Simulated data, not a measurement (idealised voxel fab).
The name of this process module is voxel tone inversion.
We display cut, a cross-section 265 nm in width whose square cells are each 5 nm.
Just so we're on the same page, the cross-sections are grids of square cells, and they're listed out in bands top to bottom, each band one or more rows deep.
For a band, the entry starts with two heights in nm, that of the top and then that of the bottom, and carries on with the band's materials in order from left to right, each alongside its width in nm; the word "all across" beside a single material means it fills the band edge to edge, and "blank" means empty space.
The reference from which all heights are counted is 0, the level beneath which the as-received wafer is entirely one material; the lowest band, having no lower bound, proceeds downward and is written after the example "0 -> down".
Width: "30->40" (first number = top row, second number = bottom row, same change from row to row of cells).
For the purposes of this document, the phrase "remained unchanged" attached to a step denotes that no cell within the cross-section was modified by that step.
Closed empty spaces (no open way to the top) of 8 cells or more are what "Enclosed internal voids" lists, each as width x height at distance from the left edge, nm for all three.
Step line, after settings: the simulator's comment on this step.
overlay nm: on a step with a mask, how far right of its planned place the mask lay; negative means left.

## The steps planned for the process are as follows
- 1: RECEIVE (material Si)
- 2: CONFORMAL_DEP (material SiN; thk nm 10)
- 3: DIRECTIONAL_DEP (material polySi; thk nm 20)
- 4: PATTERN (tone cover; mask id POSTS; material resist; width nm 15; pitch nm 40; thk nm 30; overlay nm 0)
- 5: DIRECTIONAL_ETCH (etch materials polySi; depth nm 20)
- 6: STRIP (etch materials resist)
- 7: FILL_DEP (material lowk; thk nm 10)
- 8: CMP (height nm 30)
- 9: STRIP (etch materials polySi)

## First of two wafers - as planned

## As-received wafer cross-section (after step 1)
* 0 -> down = Si all across
* Enclosed internal voids: none

## Cross-section through the wafer, step 2 finished
* 10 -> 0 = SiN all across
* Unchanged below 0.

## Cross-section through the wafer, step 3 finished
* 30 -> 10 = polySi all across
* Unchanged below 10.

## Cross-section through the wafer, step 4 finished
* 60 -> 30 = blank 65 nm, resist 15 nm, blank 25 nm, resist 15 nm, blank 25 nm, resist 15 nm, blank 25 nm, resist 15 nm, blank 65 nm
* Unchanged below 30.

## Cross-section through the wafer, step 5 finished
* 60 -> 30 = blank 65 nm, resist 15 nm, blank 25 nm, resist 15 nm, blank 25 nm, resist 15 nm, blank 25 nm, resist 15 nm, blank 65 nm
* 30 -> 10 = blank 65 nm, polySi 15 nm, blank 25 nm, polySi 15 nm, blank 25 nm, polySi 15 nm, blank 25 nm, polySi 15 nm, blank 65 nm
* Unchanged below 10.

## Cross-section through the wafer, step 6 finished
* 30 -> 10 = blank 65 nm, polySi 15 nm, blank 25 nm, polySi 15 nm, blank 25 nm, polySi 15 nm, blank 25 nm, polySi 15 nm, blank 65 nm
* Unchanged below 10.

## Cross-section through the wafer, step 7 finished
* 40 -> 30 = lowk all across
* 30 -> 10 = lowk 65 nm, polySi 15 nm, lowk 25 nm, polySi 15 nm, lowk 25 nm, polySi 15 nm, lowk 25 nm, polySi 15 nm, lowk 65 nm
* Unchanged below 10.

## Cross-section through the wafer, step 8 finished
* 30 -> 10 = lowk 65 nm, polySi 15 nm, lowk 25 nm, polySi 15 nm, lowk 25 nm, polySi 15 nm, lowk 25 nm, polySi 15 nm, lowk 65 nm
* Unchanged below 10.

## Cross-section through the wafer, step 9 finished
* 30 -> 10 = lowk 65 nm, blank 15 nm, lowk 25 nm, blank 15 nm, lowk 25 nm, blank 15 nm, lowk 25 nm, blank 15 nm, lowk 65 nm
* Unchanged below 10.

## The remaining wafer, second of the two, started like the first and was run to the same plan, except that one mistake was made along the way; the two coincide through step 1, inclusive

## Planned end of step 2: second wafer, cross-section
* 20 -> 0 = polySi all across
* Unchanged below 0.

## Planned end of step 3: second wafer, cross-section
* 30 -> 20 = SiN all across
* Unchanged below 20.

## Planned end of step 4: second wafer, cross-section
* 60 -> 30 = blank 65 nm, resist 15 nm, blank 25 nm, resist 15 nm, blank 25 nm, resist 15 nm, blank 25 nm, resist 15 nm, blank 65 nm
* Unchanged below 30.

Planned end of step 5: second wafer, cross-section: remained unchanged

## Planned end of step 6: second wafer, cross-section
* 30 -> 20 = SiN all across
* Unchanged below 20.

## Planned end of step 7: second wafer, cross-section
* 40 -> 30 = lowk all across
* Unchanged below 30.

## Planned end of step 8: second wafer, cross-section
* 30 -> 20 = SiN all across
* Unchanged below 20.

Planned end of step 9: second wafer, cross-section: remained unchanged
Want to know what went wrong? the intended sequence of steps 2 and 3 was reversed during processing, with each occupying the position of the other
End check, counted in cells, second wafer has more or fewer of these materials than the first: -164 lowk, +212 polySi
